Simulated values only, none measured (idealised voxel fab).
Process module name: voxel released beams
It is cross-section cut that appears here, measuring 250 nm in width, its square cells being 5 nm in size.
Cross-section format: a grid of square cells, given as bands from top to bottom; each band is one or more rows of cells.
A band entry consists of two parts. The first gives the height of the band's top and the height of its bottom, in nm. The rest lists the band's materials from left to right, each with its width in nm. A single material labelled with the word "full width" fills the band from edge to edge, and the word "air" marks empty space.
For the purposes of this specification, 0 denotes the height below which the wafer in its as-received condition is composed wholly of one material, and the lowermost band, lacking a lower limit, extends downward without end, as expressed in "0 -> down".
The expression "30->40" gives the width at the extremes of the band, the first number at its top row of cells and the second at its bottom row, with the width changing by equal amounts from each row to the next in between.
"no alteration" (step): cross-section cells unchanged, all of them.
Closed-off voids of 8+ cells (no open route to the top) go in "Closed void register", written width x height at distance from the left edge, in nm.
Past the settings on a step's line: simulator remark, on that step.
overlay nm: mask right of planned place by this much (step with mask). Neg. = left.

Intended process steps
| 1 | op RECEIVE | material Si |
| 2 | op CONFORMAL_DEP | material Al2O3 | thk nm 5 |
| 3 | op DIRECTIONAL_DEP | material SiO2 | thk nm 10 |
| 4 | op PATTERN | tone open | mask id ANCHOR | material resist | width nm 30 | thk nm 15 | overlay nm 0 |
| 5 | op DIRECTIONAL_ETCH | etch materials SiO2 | depth nm 10 |
| 6 | op STRIP | etch materials resist |
| 7 | op CONFORMAL_DEP | material SiN | thk nm 10 |
| 8 | op PATTERN | tone cover | mask id BEAM | material resist | width nm 100 | thk nm 15 | overlay nm 0 |
| 9 | op DIRECTIONAL_ETCH | etch materials SiN | depth nm 10 |
| 10 | op STRIP | etch materials resist |
| 11 | op STRIP | etch materials SiO2 |

Wafer as received: cross-section following step 1
- 0 -> down: Si full width
- Closed void register: none

Here's the cross-section of the first of our two wafers at the end of the module - it ran as planned
- 25 -> 15: 70 nm air, then 15 nm SiN, then 10 nm air, then 75 nm SiN, then 80 nm air
- 15 -> 5: 75 nm air, then 30 nm SiN, then 145 nm air
- 5 -> 0: Al2O3 full width
- 0 -> down: Si full width
- Closed void register: none

Wafer two, sectioned after the module: the first wafer's start, the first wafer's plan, and one mistake in how it was run
- 25 -> 15: 70 nm air, then 100 nm SiN, then 80 nm air
- 15 -> 5: SiN full width
- 5 -> 0: Al2O3 full width
- 0 -> down: Si full width
- Closed void register: none
Here's what went sideways: note that step 3 departed from the planned setting and was carried out as op DIRECTIONAL_DEP | material SiN | thk nm 10
It is noted that, at the conclusion of processing, the second wafer exhibits a higher or lower cell count for certain materials relative to the first: SiN +92
